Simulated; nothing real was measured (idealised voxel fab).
process module | voxel quadruple lines
cross-section cut | 280 nm wide | cells 5 nm
A cross-section is a grid of square cells, given in bands from the top down. A band is one or more rows of cells.
Each band's line starts with the height of the band's top and of its bottom, in nm. Then come its materials from left to right, each with its width in nm. One material with "throughout" fills the band from edge to edge. "air" is empty space.
Height 0 is the level under which the wafer as received is all one material. The lowest band goes on downwards, as in "0 down".
A width such as "30 to 40" changes by the same amount from each row of cells to the next, from the band's top row to its bottom row.
"no change" after a step means that no cell of the cross-section changed.
closed voids: empty space of 8 cells or more with no open way to the top, each as width x height at its distance from the left edge, in nm
after a step's settings: what the simulator itself notes on the step
overlay nm, on a step with a mask: how far to the right of its planned place the mask lay; to the left if negative
plan
1 op RECEIVE | material Si
2 op CONFORMAL_DEP | material Al2O3 | thk nm 5
3 op DIRECTIONAL_DEP | material Ru | thk nm 10
4 op DIRECTIONAL_DEP | material polySi | thk nm 20
5 op DIRECTIONAL_DEP | material aC | thk nm 20
6 op PATTERN | tone cover | mask id MANDREL | material resist | width nm 20 | thk nm 25 | overlay nm 0
7 op DIRECTIONAL_ETCH | etch materials aC | depth nm 20
8 op STRIP | etch materials resist
9 op CONFORMAL_DEP | material SiO2 | thk nm 10
10 op DIRECTIONAL_ETCH | etch materials SiO2 | depth nm 10
11 op STRIP | etch materials aC
12 op DIRECTIONAL_ETCH | etch materials polySi | depth nm 20
13 op STRIP | etch materials SiO2
14 op CONFORMAL_DEP | material SiCN | thk nm 5
15 op DIRECTIONAL_ETCH | etch materials SiCN | depth nm 5
16 op STRIP | etch materials polySi
17 op DIRECTIONAL_ETCH | etch materials Ru | depth nm 10
18 op STRIP | etch materials SiCN
19 op FILL_DEP | material lowk | thk nm 10
20 op CMP | height nm 15
as received, after step 1
  0 down: Si throughout
  closed voids: none
a wafer at the end: this start, this plan, one mistake
  15 to 10: lowk throughout
  10 to 5: lowk 115 | Ru 5 | lowk 10 | Ru 5 | lowk 10 | Ru 5 | lowk 10 | Ru 5 | lowk 115
  5 to 0: Al2O3 throughout
  0 down: Si throughout
  closed voids: none
what went wrong: step 3 ran as: op DIRECTIONAL_DEP | material Ru | thk nm 5
